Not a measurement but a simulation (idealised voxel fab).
A process module follows: voxel self aligned vias.
Pictured: cross-section cut, 255 nm wide, on a grid of 5 nm square cells.
Cross-section = grid of square cells, listed top down in bands; band = one or more rows.
Band: top height; bottom height; in nm. Then, left to right: material with width in nm, for each material. "throughout": a single material spanning edge to edge. "empty": empty space.
All heights in this document are referenced to 0, defined as the level beneath which the wafer, as received, consists entirely of one material. The lowest band is not bounded below; it extends indefinitely downward and is written in the form "from 0 down".
Quick explanation for "30 to 40": the width changes in equal steps down the rows of cells, from the first number in the band's top row to the second number in its bottom row.
Where a step carries "no modification", the cross-section came out of it unchanged, cell for cell.
"Closed void inventory" lists enclosed empty spaces (at least 8 cells, no open path upward to the top), each as width x height at distance from the left edge, in nm.
The remark found on a step's line after its settings is issued by the simulator itself and pertains to that step.
The optional step-line setting "overlay nm" applies to steps with a mask and quantifies how far to the right of its planned location the mask lay, a negative value indicating leftward placement.

The following list gives the planned process steps:
| 1 | RECEIVE [material Si] |
| 2 | CONFORMAL_DEP [material SiO2] [thk nm 15] |
| 3 | CONFORMAL_DEP [material SiCN] [thk nm 5] |
| 4 | DIRECTIONAL_DEP [material SiO2] [thk nm 25] |
| 5 | PATTERN [tone open] [mask id LINES] [material resist] [width nm 30] [pitch nm 70] [thk nm 20] [overlay nm 0] |
| 6 | DIRECTIONAL_ETCH [etch materials SiO2] [depth nm 25] |
| 7 | STRIP [etch materials resist] |
| 8 | CONFORMAL_DEP [material TiN] [thk nm 5] |
| 9 | FILL_DEP [material W] [thk nm 5] |
| 10 | CMP [height nm 45] |
| 11 | SELECTIVE_ETCH [etch materials W Ru TiN] [depth nm 5] |
| 12 | FILL_DEP [material SiN] [thk nm 5] |
| 13 | CMP [height nm 45] |
| 14 | DIRECTIONAL_DEP [material SiO2] [thk nm 20] |
| 15 | PATTERN [tone open] [mask id VIAS] [material resist] [width nm 40] [pitch nm 70] [thk nm 20] [overlay nm 0] |
| 16 | DIRECTIONAL_ETCH [etch materials SiO2] [depth nm 20] |
| 17 | DIRECTIONAL_ETCH [etch materials SiN] [depth nm 5] |
| 18 | STRIP [etch materials resist] |
| 19 | CONFORMAL_DEP [material TiN] [thk nm 5] |
| 20 | FILL_DEP [material W] [thk nm 5] |
| 21 | CMP [height nm 65] |
| 22 | CONFORMAL_DEP [material SiN] [thk nm 5] |

First of two wafers, processed according to plan:

Wafer cross-section on receipt, i.e. after step 1:
  from 0 down: Si throughout
  Closed void inventory: none

Wafer after step 2 (cross-section):
  from 15 to 0: SiO2 throughout
  Below 0, the layers are the same as they were.

Wafer after step 3 (cross-section):
  from 20 to 15: SiCN throughout
  Below 15, the layers are the same as they were.

Wafer after step 4 (cross-section):
  from 45 to 20: SiO2 throughout
  Below 20, the layers are the same as they were.

Wafer after step 5 (cross-section):
  from 65 to 45: resist 75 nm, then empty 30 nm, then resist 40 nm, then empty 30 nm, then resist 80 nm
  Below 45, the layers are the same as they were.

Wafer after step 6 (cross-section):
  from 65 to 45: resist 75 nm, then empty 30 nm, then resist 40 nm, then empty 30 nm, then resist 80 nm
  from 45 to 20: SiO2 75 nm, then empty 30 nm, then SiO2 40 nm, then empty 30 nm, then SiO2 80 nm
  Below 20, the layers are the same as they were.

Wafer after step 7 (cross-section):
  from 45 to 20: SiO2 75 nm, then empty 30 nm, then SiO2 40 nm, then empty 30 nm, then SiO2 80 nm
  Below 20, the layers are the same as they were.

Wafer after step 8 (cross-section):
  from 50 to 45: TiN 80 nm, then empty 20 nm, then TiN 50 nm, then empty 20 nm, then TiN 85 nm
  from 45 to 25: SiO2 75 nm, then TiN 5 nm, then empty 20 nm, then TiN 5 nm, then SiO2 40 nm, then TiN 5 nm, then empty 20 nm, then TiN 5 nm, then SiO2 80 nm
  from 25 to 20: SiO2 75 nm, then TiN 30 nm, then SiO2 40 nm, then TiN 30 nm, then SiO2 80 nm
  Below 20, the layers are the same as they were.

Wafer after step 9 (cross-section):
  from 55 to 50: W throughout
  from 50 to 45: TiN 80 nm, then W 20 nm, then TiN 50 nm, then W 20 nm, then TiN 85 nm
  from 45 to 25: SiO2 75 nm, then TiN 5 nm, then W 20 nm, then TiN 5 nm, then SiO2 40 nm, then TiN 5 nm, then W 20 nm, then TiN 5 nm, then SiO2 80 nm
  Below 25, the layers are the same as they were.

Wafer after step 10 (cross-section):
  from 45 to 25: SiO2 75 nm, then TiN 5 nm, then W 20 nm, then TiN 5 nm, then SiO2 40 nm, then TiN 5 nm, then W 20 nm, then TiN 5 nm, then SiO2 80 nm
  Below 25, the layers are the same as they were.

Wafer after step 11 (cross-section):
  from 45 to 40: SiO2 75 nm, then empty 30 nm, then SiO2 40 nm, then empty 30 nm, then SiO2 80 nm
  Below 40, the layers are the same as they were.

Wafer after step 12 (cross-section):
  from 50 to 45: SiN throughout
  from 45 to 40: SiO2 75 nm, then SiN 30 nm, then SiO2 40 nm, then SiN 30 nm, then SiO2 80 nm
  Below 40, the layers are the same as they were.

Wafer after step 13 (cross-section):
  from 45 to 40: SiO2 75 nm, then SiN 30 nm, then SiO2 40 nm, then SiN 30 nm, then SiO2 80 nm
  Below 40, the layers are the same as they were.

Wafer after step 14 (cross-section):
  from 65 to 45: SiO2 throughout
  Below 45, the layers are the same as they were.

Wafer after step 15 (cross-section):
  from 85 to 65: resist 70 nm, then empty 40 nm, then resist 30 nm, then empty 40 nm, then resist 75 nm
  Below 65, the layers are the same as they were.

Wafer after step 16 (cross-section):
  from 85 to 65: resist 70 nm, then empty 40 nm, then resist 30 nm, then empty 40 nm, then resist 75 nm
  from 65 to 45: SiO2 70 nm, then empty 40 nm, then SiO2 30 nm, then empty 40 nm, then SiO2 75 nm
  Below 45, the layers are the same as they were.

Wafer after step 17 (cross-section):
  from 85 to 65: resist 70 nm, then empty 40 nm, then resist 30 nm, then empty 40 nm, then resist 75 nm
  from 65 to 45: SiO2 70 nm, then empty 40 nm, then SiO2 30 nm, then empty 40 nm, then SiO2 75 nm
  from 45 to 40: SiO2 75 nm, then empty 30 nm, then SiO2 40 nm, then empty 30 nm, then SiO2 80 nm
  Below 40, the layers are the same as they were.

Wafer after step 18 (cross-section):
  from 65 to 45: SiO2 70 nm, then empty 40 nm, then SiO2 30 nm, then empty 40 nm, then SiO2 75 nm
  Below 45, the layers are the same as they were.

Wafer after step 19 (cross-section):
  from 70 to 65: TiN 75 nm, then empty 30 nm, then TiN 40 nm, then empty 30 nm, then TiN 80 nm
  from 65 to 50: SiO2 70 nm, then TiN 5 nm, then empty 30 nm, then TiN 5 nm, then SiO2 30 nm, then TiN 5 nm, then empty 30 nm, then TiN 5 nm, then SiO2 75 nm
  from 50 to 45: SiO2 70 nm, then TiN 10 nm, then empty 20 nm, then TiN 10 nm, then SiO2 30 nm, then TiN 10 nm, then empty 20 nm, then TiN 10 nm, then SiO2 75 nm
  from 45 to 40: SiO2 75 nm, then TiN 30 nm, then SiO2 40 nm, then TiN 30 nm, then SiO2 80 nm
  Below 40, the layers are the same as they were.

Wafer after step 20 (cross-section):
  from 75 to 70: W throughout
  from 70 to 65: TiN 75 nm, then W 30 nm, then TiN 40 nm, then W 30 nm, then TiN 80 nm
  from 65 to 50: SiO2 70 nm, then TiN 5 nm, then W 30 nm, then TiN 5 nm, then SiO2 30 nm, then TiN 5 nm, then W 30 nm, then TiN 5 nm, then SiO2 75 nm
  from 50 to 45: SiO2 70 nm, then TiN 10 nm, then W 20 nm, then TiN 10 nm, then SiO2 30 nm, then TiN 10 nm, then W 20 nm, then TiN 10 nm, then SiO2 75 nm
  Below 45, the layers are the same as they were.

Wafer after step 21 (cross-section):
  from 65 to 50: SiO2 70 nm, then TiN 5 nm, then W 30 nm, then TiN 5 nm, then SiO2 30 nm, then TiN 5 nm, then W 30 nm, then TiN 5 nm, then SiO2 75 nm
  Below 50, the layers are the same as they were.

Wafer after step 22 (cross-section):
  from 70 to 65: SiN throughout
  Below 65, the layers are the same as they were.

Second wafer, same starting state and plan as the first, one mistake in the run, identical through step 14:

Cross-sectional representation of the second wafer at the time designated in the plan for the completion of step 15:
  from 85 to 65: resist 65 nm, then empty 50 nm, then resist 20 nm, then empty 50 nm, then resist 70 nm
  Below 65, the layers are the same as they were.

Cross-sectional representation of the second wafer at the time designated in the plan for the completion of step 16:
  from 85 to 65: resist 65 nm, then empty 50 nm, then resist 20 nm, then empty 50 nm, then resist 70 nm
  from 65 to 45: SiO2 65 nm, then empty 50 nm, then SiO2 20 nm, then empty 50 nm, then SiO2 70 nm
  Below 45, the layers are the same as they were.

Cross-sectional representation of the second wafer at the time designated in the plan for the completion of step 17:
  from 85 to 65: resist 65 nm, then empty 50 nm, then resist 20 nm, then empty 50 nm, then resist 70 nm
  from 65 to 45: SiO2 65 nm, then empty 50 nm, then SiO2 20 nm, then empty 50 nm, then SiO2 70 nm
  from 45 to 40: SiO2 75 nm, then empty 30 nm, then SiO2 40 nm, then empty 30 nm, then SiO2 80 nm
  Below 40, the layers are the same as they were.

Cross-sectional representation of the second wafer at the time designated in the plan for the completion of step 18:
  from 65 to 45: SiO2 65 nm, then empty 50 nm, then SiO2 20 nm, then empty 50 nm, then SiO2 70 nm
  Below 45, the layers are the same as they were.

Cross-sectional representation of the second wafer at the time designated in the plan for the completion of step 19:
  from 70 to 65: TiN 70 nm, then empty 40 nm, then TiN 30 nm, then empty 40 nm, then TiN 75 nm
  from 65 to 50: SiO2 65 nm, then TiN 5 nm, then empty 40 nm, then TiN 5 nm, then SiO2 20 nm, then TiN 5 nm, then empty 40 nm, then TiN 5 nm, then SiO2 70 nm
  from 50 to 45: SiO2 65 nm, then TiN 15 nm, then empty 20 nm, then TiN 15 nm, then SiO2 20 nm, then TiN 15 nm, then empty 20 nm, then TiN 15 nm, then SiO2 70 nm
  from 45 to 40: SiO2 75 nm, then TiN 30 nm, then SiO2 40 nm, then TiN 30 nm, then SiO2 80 nm
  Below 40, the layers are the same as they were.

Cross-sectional representation of the second wafer at the time designated in the plan for the completion of step 20:
  from 75 to 70: W throughout
  from 70 to 65: TiN 70 nm, then W 40 nm, then TiN 30 nm, then W 40 nm, then TiN 75 nm
  from 65 to 50: SiO2 65 nm, then TiN 5 nm, then W 40 nm, then TiN 5 nm, then SiO2 20 nm, then TiN 5 nm, then W 40 nm, then TiN 5 nm, then SiO2 70 nm
  from 50 to 45: SiO2 65 nm, then TiN 15 nm, then W 20 nm, then TiN 15 nm, then SiO2 20 nm, then TiN 15 nm, then W 20 nm, then TiN 15 nm, then SiO2 70 nm
  Below 45, the layers are the same as they were.

Cross-sectional representation of the second wafer at the time designated in the plan for the completion of step 21:
  from 65 to 50: SiO2 65 nm, then TiN 5 nm, then W 40 nm, then TiN 5 nm, then SiO2 20 nm, then TiN 5 nm, then W 40 nm, then TiN 5 nm, then SiO2 70 nm
  Below 50, the layers are the same as they were.

Cross-sectional representation of the second wafer at the time designated in the plan for the completion of step 22:
  from 70 to 65: SiN throughout
  Below 65, the layers are the same as they were.
The plan and the run diverged here: step 15 did not happen as planned, as run it was PATTERN [tone open] [mask id VIAS] [material resist] [width nm 50] [pitch nm 70] [thk nm 20] [overlay nm 0]
End of process, cell counts, second wafer against first, materials with more or fewer: SiO2 -16 | TiN +4 | W +12
